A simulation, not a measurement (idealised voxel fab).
Module name: voxel air gaps (process module)
The figure presents cross-section cut, which has a width of 225 nm and is divided into square cells with an edge length of 5 nm.
Bands, listed from the top down, are how a cross-section gets written in this document; the cross-section itself is a grid of square cells, and a band is one or more rows of them.
Quick guide to a band line: top height, bottom height (nm) up front; then every material left to right with its width in nm. Only one material and it's marked "edge to edge"? Then it fills the band edge to edge. And "empty" just means empty space.
Where do heights start? At 0: under that level the wafer as delivered is made of one material only. And the lowest band has no floor; it just carries on downward, as in "z 0 and below".
So if you see something like "30->40" for the width, read it as the top row of the band sitting at the first number and the bottom row at the second, with every row in between moving by the same amount as the last.
Reading "remains unaltered" for a step: not a cell of the cross-section changed in it.
The label "Voids lacking openings" introduces a list of the empty spaces, 8 cells or larger, that have no open way up to the top; each entry in it reads width x height at distance, where the distance is taken from the left edge and all three are stated in nm.
On a step's line, text after the settings is the simulator commenting on that step.
"overlay nm" on a masked step: distance the mask lay right of its planned place, negative for left.

PROCESS STEPS FORESEEN IN THE PLAN
1. RECEIVE (material Si)
2. CONFORMAL_DEP (material SiO2; thk nm 10)
3. CONFORMAL_DEP (material SiCN; thk nm 5)
4. DIRECTIONAL_DEP (material SiO2; thk nm 40)
5. PATTERN (tone open; mask id LINES; material resist; width nm 20; pitch nm 45; thk nm 15; overlay nm 0)
6. DIRECTIONAL_ETCH (etch materials SiO2; depth nm 40)
7. STRIP (etch materials resist)
8. CONFORMAL_DEP (material TiN; thk nm 5)
9. FILL_DEP (material W; thk nm 10)
10. CMP (height nm 55)
11. EPI (material Ru; thk nm 10)
12. SELECTIVE_ETCH (etch materials SiO2; depth nm 50)
13. CONFORMAL_DEP (material SiCN; thk nm 5)

WHAT FOLLOWS COVERS THE FIRST OF TWO WAFERS; IT RAN AS PLANNED

STEP 1 COMPLETE: CROSS-SECTION OF THE WAFER AS RECEIVED
z 0 and below | Si edge to edge
Voids lacking openings: none

THE FOLLOWING CROSS-SECTION DEPICTS THE WAFER UPON COMPLETION OF STEP 2
z 10 to 0 | SiO2 edge to edge
Unchanged below 0.

THE FOLLOWING CROSS-SECTION DEPICTS THE WAFER UPON COMPLETION OF STEP 3
z 15 to 10 | SiCN edge to edge
Unchanged below 10.

THE FOLLOWING CROSS-SECTION DEPICTS THE WAFER UPON COMPLETION OF STEP 4
z 55 to 15 | SiO2 edge to edge
Unchanged below 15.

THE FOLLOWING CROSS-SECTION DEPICTS THE WAFER UPON COMPLETION OF STEP 5
z 70 to 55 | resist (55), empty (20), resist (25), empty (20), resist (25), empty (20), resist (60)
Unchanged below 55.

THE FOLLOWING CROSS-SECTION DEPICTS THE WAFER UPON COMPLETION OF STEP 6
z 70 to 55 | resist (55), empty (20), resist (25), empty (20), resist (25), empty (20), resist (60)
z 55 to 15 | SiO2 (55), empty (20), SiO2 (25), empty (20), SiO2 (25), empty (20), SiO2 (60)
Unchanged below 15.

THE FOLLOWING CROSS-SECTION DEPICTS THE WAFER UPON COMPLETION OF STEP 7
z 55 to 15 | SiO2 (55), empty (20), SiO2 (25), empty (20), SiO2 (25), empty (20), SiO2 (60)
Unchanged below 15.

THE FOLLOWING CROSS-SECTION DEPICTS THE WAFER UPON COMPLETION OF STEP 8
z 60 to 55 | TiN (60), empty (10), TiN (35), empty (10), TiN (35), empty (10), TiN (65)
z 55 to 20 | SiO2 (55), TiN (5), empty (10), TiN (5), SiO2 (25), TiN (5), empty (10), TiN (5), SiO2 (25), TiN (5), empty (10), TiN (5), SiO2 (60)
z 20 to 15 | SiO2 (55), TiN (20), SiO2 (25), TiN (20), SiO2 (25), TiN (20), SiO2 (60)
Unchanged below 15.

THE FOLLOWING CROSS-SECTION DEPICTS THE WAFER UPON COMPLETION OF STEP 9
z 70 to 60 | W edge to edge
z 60 to 55 | TiN (60), W (10), TiN (35), W (10), TiN (35), W (10), TiN (65)
z 55 to 20 | SiO2 (55), TiN (5), W (10), TiN (5), SiO2 (25), TiN (5), W (10), TiN (5), SiO2 (25), TiN (5), W (10), TiN (5), SiO2 (60)
Unchanged below 20.

THE FOLLOWING CROSS-SECTION DEPICTS THE WAFER UPON COMPLETION OF STEP 10
z 55 to 20 | SiO2 (55), TiN (5), W (10), TiN (5), SiO2 (25), TiN (5), W (10), TiN (5), SiO2 (25), TiN (5), W (10), TiN (5), SiO2 (60)
Unchanged below 20.

THE FOLLOWING CROSS-SECTION DEPICTS THE WAFER UPON COMPLETION OF STEP 11
z 65 to 55 | empty (45), Ru (40), empty (5), Ru (40), empty (5), Ru (40), empty (50)
Unchanged below 55.

THE FOLLOWING CROSS-SECTION DEPICTS THE WAFER UPON COMPLETION OF STEP 12
z 65 to 55 | empty (45), Ru (40), empty (5), Ru (40), empty (5), Ru (40), empty (50)
z 55 to 20 | empty (55), TiN (5), W (10), TiN (5), empty (25), TiN (5), W (10), TiN (5), empty (25), TiN (5), W (10), TiN (5), empty (60)
z 20 to 15 | empty (55), TiN (20), empty (25), TiN (20), empty (25), TiN (20), empty (60)
Unchanged below 15.

THE FOLLOWING CROSS-SECTION DEPICTS THE WAFER UPON COMPLETION OF STEP 13
z 70 to 65 | empty (40), SiCN (140), empty (45)
z 65 to 55 | empty (40), SiCN (5), Ru (40), SiCN (5), Ru (40), SiCN (5), Ru (40), SiCN (5), empty (45)
z 55 to 50 | empty (40), SiCN (15), TiN (5), W (10), TiN (5), SiCN (25), TiN (5), W (10), TiN (5), SiCN (25), TiN (5), W (10), TiN (5), SiCN (15), empty (45)
z 50 to 20 | empty (50), SiCN (5), TiN (5), W (10), TiN (5), SiCN (5), empty (15), SiCN (5), TiN (5), W (10), TiN (5), SiCN (5), empty (15), SiCN (5), TiN (5), W (10), TiN (5), SiCN (5), empty (55)
z 20 to 15 | SiCN (55), TiN (20), SiCN (25), TiN (20), SiCN (25), TiN (20), SiCN (60)
Unchanged below 15.
Voids lacking openings: 15 x 30 at 80; 15 x 30 at 125

THE SECOND WAFER BEGAN EXACTLY AS THE FIRST DID AND FOLLOWED THE SAME PLAN, BUT ONE MISTAKE WAS MADE WHILE RUNNING IT; THROUGH STEP 3 INCLUSIVE, THE TWO WAFERS ARE IDENTICAL

SECOND WAFER, SECTION VIEW, TIME POINT: SCHEDULED END OF STEP 4
z 45 to 15 | SiO2 edge to edge
Unchanged below 15.

SECOND WAFER, SECTION VIEW, TIME POINT: SCHEDULED END OF STEP 5
z 60 to 45 | resist (55), empty (20), resist (25), empty (20), resist (25), empty (20), resist (60)
Unchanged below 45.

SECOND WAFER, SECTION VIEW, TIME POINT: SCHEDULED END OF STEP 6
z 60 to 45 | resist (55), empty (20), resist (25), empty (20), resist (25), empty (20), resist (60)
z 45 to 15 | SiO2 (55), empty (20), SiO2 (25), empty (20), SiO2 (25), empty (20), SiO2 (60)
Unchanged below 15.

SECOND WAFER, SECTION VIEW, TIME POINT: SCHEDULED END OF STEP 7
z 45 to 15 | SiO2 (55), empty (20), SiO2 (25), empty (20), SiO2 (25), empty (20), SiO2 (60)
Unchanged below 15.

SECOND WAFER, SECTION VIEW, TIME POINT: SCHEDULED END OF STEP 8
z 50 to 45 | TiN (60), empty (10), TiN (35), empty (10), TiN (35), empty (10), TiN (65)
z 45 to 20 | SiO2 (55), TiN (5), empty (10), TiN (5), SiO2 (25), TiN (5), empty (10), TiN (5), SiO2 (25), TiN (5), empty (10), TiN (5), SiO2 (60)
z 20 to 15 | SiO2 (55), TiN (20), SiO2 (25), TiN (20), SiO2 (25), TiN (20), SiO2 (60)
Unchanged below 15.

SECOND WAFER, SECTION VIEW, TIME POINT: SCHEDULED END OF STEP 9
z 60 to 50 | W edge to edge
z 50 to 45 | TiN (60), W (10), TiN (35), W (10), TiN (35), W (10), TiN (65)
z 45 to 20 | SiO2 (55), TiN (5), W (10), TiN (5), SiO2 (25), TiN (5), W (10), TiN (5), SiO2 (25), TiN (5), W (10), TiN (5), SiO2 (60)
Unchanged below 20.

SECOND WAFER, SECTION VIEW, TIME POINT: SCHEDULED END OF STEP 10
z 55 to 50 | W edge to edge
Unchanged below 50.

SECOND WAFER, SECTION VIEW, TIME POINT: SCHEDULED END OF STEP 11
z 65 to 55 | Ru edge to edge
Unchanged below 55.

Second wafer, section view, time point: scheduled end of step 12: remains unaltered

SECOND WAFER, SECTION VIEW, TIME POINT: SCHEDULED END OF STEP 13
z 70 to 65 | SiCN edge to edge
Unchanged below 65.
In executing the process, a mistake was made relative to the plan: step 4 changed vs plan, executed as DIRECTIONAL_DEP (material SiO2; thk nm 30)
Final difference in cells, second wafer against first, listed per material as more or fewer: Ru +42; SiCN -76; SiO2 +198; TiN +27; W +39
Long story short, the first wafer ends with 2 closed voids and the second one with 0.
